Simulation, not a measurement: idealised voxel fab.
Documented hereafter: the process module known as voxel transistor to metal.
Section shown: cut. Width: 185 nm. Cell size: 5 nm, square.
Format of a cross-section: grid, square cells. Given as bands. Order: top down. Band: one or more rows of cells.
Band: top height; bottom height; in nm. Then, left to right: material with width in nm, for each material. "all across": a single material spanning edge to edge. "blank": empty space.
Heights are reckoned from 0. Under this level, the received wafer is all of one material. The bottommost band is open-ended downward, for example "z 0 and below".
Per-row width for "30 to 40": begins at first number (top row of band), ends at second number (bottom row), increment between rows held constant.
You'll sometimes find "remained the same" written for a step, and that's the way of saying that nowhere in the cross-section did a cell change during that step.
Basically, "Closed internal voids" tells you about the enclosed voids: empty spaces with no open way to the top, 8 cells or bigger, each written width x height at distance, where distance is from the left edge, all in nm.
On each step's line, the part that comes after the settings is the simulator's own comment on the step.
Regarding "overlay nm": on a step with a mask, it is the distance the mask lay to the right of its planned place; a negative value places it to the left.
List of planned process steps:
1 RECEIVE | material Si
2 OXIDIZE | depth nm 5
3 CONFORMAL_DEP | material SiN | thk nm 10
4 DIRECTIONAL_DEP | material aC | thk nm 10
5 PATTERN | tone cover | mask id ACTIVE | material resist | width nm 105 | thk nm 25 | overlay nm 0
6 DIRECTIONAL_ETCH | etch materials aC | depth nm 10
7 STRIP | etch materials resist
8 DIRECTIONAL_ETCH | etch materials SiN | depth nm 10
9 DIRECTIONAL_ETCH | etch materials SiO2 | depth nm 5
10 DIRECTIONAL_ETCH | etch materials Si | depth nm 35
11 STRIP | etch materials aC
12 OXIDIZE | depth nm 5
13 FILL_DEP | material SiO2 | thk nm 5
14 CMP | height nm 10
15 SELECTIVE_ETCH | etch materials SiO2 | depth nm 5
16 STRIP | etch materials SiN
17 SELECTIVE_ETCH | etch materials SiO2 | depth nm 5
18 OXIDIZE | depth nm 5
19 DIRECTIONAL_DEP | material polySi | thk nm 30
20 DIRECTIONAL_DEP | material SiCN | thk nm 10
21 PATTERN | tone cover | mask id GATE | material resist | width nm 25 | thk nm 20 | overlay nm 0
22 DIRECTIONAL_ETCH | etch materials SiCN | depth nm 20
23 DIRECTIONAL_ETCH | etch materials polySi | depth nm 40
24 STRIP | etch materials resist
25 CONFORMAL_DEP | material SiO2 | thk nm 5
26 DIRECTIONAL_ETCH | etch materials SiO2 | depth nm 5
27 CONFORMAL_DEP | material SiN | thk nm 5
28 DIRECTIONAL_ETCH | etch materials SiN | depth nm 5
29 DIRECTIONAL_ETCH | etch materials SiO2 | depth nm 5
30 DIRECTIONAL_ETCH | etch materials Si | depth nm 10
31 EPI | material nSi | thk nm 10
32 FILL_DEP | material SiO2 | thk nm 10
33 CMP | height nm 35
34 DIRECTIONAL_DEP | material SiO2 | thk nm 15
35 PATTERN | tone open | mask id CONTACT | material resist | width nm 20 | pitch nm 75 | thk nm 15 | overlay nm 0
36 DIRECTIONAL_ETCH | etch materials SiO2 | depth nm 60
37 STRIP | etch materials resist
38 CONFORMAL_DEP | material TiN | thk nm 5
39 FILL_DEP | material Ru | thk nm 5
40 CMP | height nm 50
41 DIRECTIONAL_DEP | material TiN | thk nm 5
42 DIRECTIONAL_DEP | material W | thk nm 15
43 DIRECTIONAL_DEP | material aC | thk nm 15
44 PATTERN | tone cover | mask id METAL_1 | material resist | width nm 20 | pitch nm 75 | thk nm 35 | overlay nm 0
45 DIRECTIONAL_ETCH | etch materials aC | depth nm 15
46 STRIP | etch materials resist
47 DIRECTIONAL_ETCH | etch materials W | depth nm 15
48 DIRECTIONAL_ETCH | etch materials TiN | depth nm 5
49 STRIP | etch materials aC
50 CONFORMAL_DEP | material SiN | thk nm 5
51 FILL_DEP | material lowk | thk nm 10
52 CMP | height nm 70
53 CONFORMAL_DEP | material SiCN | thk nm 5
54 DIRECTIONAL_DEP | material SiO2 | thk nm 35
55 MASKED_ETCH | tone open | mask id METAL_2 | width nm 20 | pitch nm 75 | etch materials SiO2 | depth nm 20 | overlay nm 0
56 MASKED_ETCH | tone open | mask id METAL_2_HOLES | width nm 15 | pitch nm 75 | etch materials SiO2 | depth nm 15 | overlay nm 0
57 MASKED_ETCH | tone open | mask id METAL_2_HOLES | width nm 15 | pitch nm 75 | etch materials SiCN | depth nm 5 | overlay nm 0
58 CONFORMAL_DEP | material TiN | thk nm 5
59 FILL_DEP | material Ru | thk nm 5
60 CMP | height nm 110
61 CONFORMAL_DEP | material SiN | thk nm 5
As-received state of the wafer in cross-section, equivalent to post-step 1:
	z 0 and below  Si all across
	Closed internal voids: none
End-of-module XS, first of two wafers, run as planned:
	z 115 to 110  SiN all across
	z 110 to 95  45 of SiO2; 5 of TiN; 10 of Ru; 5 of TiN; 55 of SiO2; 5 of TiN; 10 of Ru; 5 of TiN; 45 of SiO2
	z 95 to 90  45 of SiO2; 5 of TiN; 5 of Ru; 10 of TiN; 55 of SiO2; 5 of TiN; 5 of Ru; 10 of TiN; 45 of SiO2
	z 90 to 75  45 of SiO2; 5 of TiN; 5 of Ru; 5 of TiN; 60 of SiO2; 5 of TiN; 5 of Ru; 5 of TiN; 50 of SiO2
	z 75 to 70  45 of SiCN; 15 of TiN; 60 of SiCN; 15 of TiN; 50 of SiCN
	z 70 to 55  40 of lowk; 5 of SiN; 20 of W; 5 of SiN; 45 of lowk; 5 of SiN; 20 of W; 5 of SiN; 40 of lowk
	z 55 to 50  45 of SiN; 20 of TiN; 55 of SiN; 20 of TiN; 45 of SiN
	z 50 to 35  45 of SiO2; 5 of TiN; 10 of Ru; 5 of TiN; 55 of SiO2; 5 of TiN; 10 of Ru; 5 of TiN; 45 of SiO2
	z 35 to 25  45 of SiO2; 5 of TiN; 10 of Ru; 5 of TiN; 5 of SiO2; 5 of SiN; 5 of SiO2; 25 of SiCN; 5 of SiO2; 5 of SiN; 5 of SiO2; 5 of TiN; 10 of Ru; 5 of TiN; 45 of SiO2
	z 25 to 5  45 of SiO2; 5 of TiN; 10 of Ru; 5 of TiN; 5 of SiO2; 5 of SiN; 5 of SiO2; 25 of polySi; 5 of SiO2; 5 of SiN; 5 of SiO2; 5 of TiN; 10 of Ru; 5 of TiN; 45 of SiO2
	z 5 to 0  45 of SiO2; 5 of TiN; 5 of Ru; 10 of TiN; 5 of SiO2; 5 of SiN; 5 of SiO2; 25 of polySi; 5 of SiO2; 5 of SiN; 5 of SiO2; 10 of TiN; 5 of Ru; 5 of TiN; 45 of SiO2
	z 0 to -5  40 of SiO2; 5 of SiN; 5 of TiN; 5 of Ru; 5 of TiN; 10 of nSi; 5 of SiN; 5 of SiO2; 25 of polySi; 5 of SiO2; 5 of SiN; 10 of nSi; 5 of TiN; 5 of Ru; 5 of TiN; 5 of SiN; 40 of SiO2
	z -5 to -10  45 of SiO2; 15 of TiN; 10 of nSi; 45 of SiO2; 10 of nSi; 15 of TiN; 45 of SiO2
	z -10 to -20  45 of SiO2; 25 of nSi; 45 of Si; 25 of nSi; 45 of SiO2
	z -20 to -45  45 of SiO2; 95 of Si; 45 of SiO2
	z -45 and below  Si all across
	Closed internal voids: none
The second wafer, shown in cross-section after the module: started the same way as the first and given the same plan, yet one mistake crept into how it was run:
	z 115 to 110  SiN all across
	z 110 to 100  40 of SiO2; 5 of TiN; 15 of Ru; 5 of TiN; 50 of SiO2; 5 of TiN; 15 of Ru; 5 of TiN; 45 of SiO2
	z 100 to 95  40 of SiO2; 10 of TiN; 10 of Ru; 5 of TiN; 50 of SiO2; 10 of TiN; 10 of Ru; 5 of TiN; 45 of SiO2
	z 95 to 80  45 of SiO2; 5 of TiN; 10 of Ru; 5 of TiN; 55 of SiO2; 5 of TiN; 10 of Ru; 5 of TiN; 45 of SiO2
	z 80 to 75  45 of SiO2; 5 of TiN; 5 of Ru; 10 of TiN; 55 of SiO2; 5 of TiN; 5 of Ru; 10 of TiN; 45 of SiO2
	z 75 to 70  45 of SiCN; 15 of TiN; 60 of SiCN; 15 of TiN; 50 of SiCN
	z 70 to 55  40 of lowk; 5 of SiN; 20 of W; 5 of SiN; 45 of lowk; 5 of SiN; 20 of W; 5 of SiN; 40 of lowk
	z 55 to 50  45 of SiN; 20 of TiN; 55 of SiN; 20 of TiN; 45 of SiN
	z 50 to 35  45 of SiO2; 5 of TiN; 10 of Ru; 5 of TiN; 55 of SiO2; 5 of TiN; 10 of Ru; 5 of TiN; 45 of SiO2
	z 35 to 25  45 of SiO2; 5 of TiN; 10 of Ru; 5 of TiN; 5 of SiO2; 5 of SiN; 5 of SiO2; 25 of SiCN; 5 of SiO2; 5 of SiN; 5 of SiO2; 5 of TiN; 10 of Ru; 5 of TiN; 45 of SiO2
	z 25 to 5  45 of SiO2; 5 of TiN; 10 of Ru; 5 of TiN; 5 of SiO2; 5 of SiN; 5 of SiO2; 25 of polySi; 5 of SiO2; 5 of SiN; 5 of SiO2; 5 of TiN; 10 of Ru; 5 of TiN; 45 of SiO2
	z 5 to 0  45 of SiO2; 5 of TiN; 5 of Ru; 10 of TiN; 5 of SiO2; 5 of SiN; 5 of SiO2; 25 of polySi; 5 of SiO2; 5 of SiN; 5 of SiO2; 10 of TiN; 5 of Ru; 5 of TiN; 45 of SiO2
	z 0 to -5  40 of SiO2; 5 of SiN; 5 of TiN; 5 of Ru; 5 of TiN; 10 of nSi; 5 of SiN; 5 of SiO2; 25 of polySi; 5 of SiO2; 5 of SiN; 10 of nSi; 5 of TiN; 5 of Ru; 5 of TiN; 5 of SiN; 40 of SiO2
	z -5 to -10  45 of SiO2; 15 of TiN; 10 of nSi; 45 of SiO2; 10 of nSi; 15 of TiN; 45 of SiO2
	z -10 to -20  45 of SiO2; 25 of nSi; 45 of Si; 25 of nSi; 45 of SiO2
	z -20 to -45  45 of SiO2; 95 of Si; 45 of SiO2
	z -45 and below  Si all across
	Closed internal voids: none
Error vs. plan: step 56 ran with different settings than intended, the actual operation and settings being MASKED_ETCH | tone open | mask id METAL_2_HOLES | width nm 25 | pitch nm 75 | etch materials SiO2 | depth nm 15 | overlay nm 0
The final cell counts differ between the wafers, with the second having more or fewer of some materials than the first: Ru: 10 more, SiO2: 12 fewer, TiN: 2 more
